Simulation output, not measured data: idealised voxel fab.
Process module heading - voxel released beams
Cross-sectional view cut (width: 290 nm; square cell size: 5 nm).
Bands, listed from the top down, are how a cross-section gets written in this document; the cross-section itself is a grid of square cells, and a band is one or more rows of them. A band entry consists of two parts. The first gives the height of the band's top and the height of its bottom, in nm. The rest lists the band's materials from left to right, each with its width in nm. A single material labelled with the word "everywhere" fills the band from edge to edge, and the word "air" marks empty space. The level at which height equals 0 is the one under which the wafer, as it arrives, is entirely one material. No lower edge exists for the bottom band, which continues downward and is notated as in "0 down". Per-row width for "30->40": begins at first number (top row of band), ends at second number (bottom row), increment between rows held constant. When a step is marked "left unchanged", none of the cells in the cross-section changed during that step. "closed voids" means: voids of 8 cells or more that are shut off from the top with no open way through. Written width x height at distance, distance from the left edge, in nm. On a step's line, text after the settings is the simulator commenting on that step. "overlay nm" denotes, for a step that has a mask, the displacement of the mask to the right of its planned place, with negative values corresponding to the left.

Set out below are the planned steps of the process
1: RECEIVE | material Si
2: CONFORMAL_DEP | material SiN | thk nm 5
3: DIRECTIONAL_DEP | material SiO2 | thk nm 15
4: DIRECTIONAL_DEP | material aC | thk nm 10
5: PATTERN | tone open | mask id ANCHOR | material resist | width nm 35 | thk nm 25 | overlay nm 0
6: DIRECTIONAL_ETCH | etch materials aC | depth nm 10
7: STRIP | etch materials resist
8: DIRECTIONAL_ETCH | etch materials SiO2 | depth nm 15
9: STRIP | etch materials aC
10: CONFORMAL_DEP | material TiN | thk nm 15
11: PATTERN | tone cover | mask id BEAM | material resist | width nm 95 | thk nm 20 | overlay nm 0
12: DIRECTIONAL_ETCH | etch materials TiN | depth nm 5
13: STRIP | etch materials resist
14: STRIP | etch materials SiO2
The depth nm used in step 12 is not the same on every wafer, whereas the starting condition is; the value printed in the plan is the first wafer's.

Step 1 complete: as-received cross-section of the first of several wafers
> 0 down  Si everywhere
> closed voids: none

Per-wafer rows below. For each material: cells gained (+) or lost (-) since the wafer was received, as of end of module. Then: closed voids
depth nm 5, +58 SiN, +153 SiO2, +153 TiN, closed voids: none
depth nm 10, +58 SiN, +153 SiO2, +114 TiN, closed voids: none
depth nm 15, +58 SiN, +75 TiN, closed voids: none
depth nm 20, +58 SiN, +75 TiN, closed voids: none
depth nm 25, +58 SiN, +75 TiN, closed voids: none
depth nm 30, +58 SiN, +75 TiN, closed voids: none
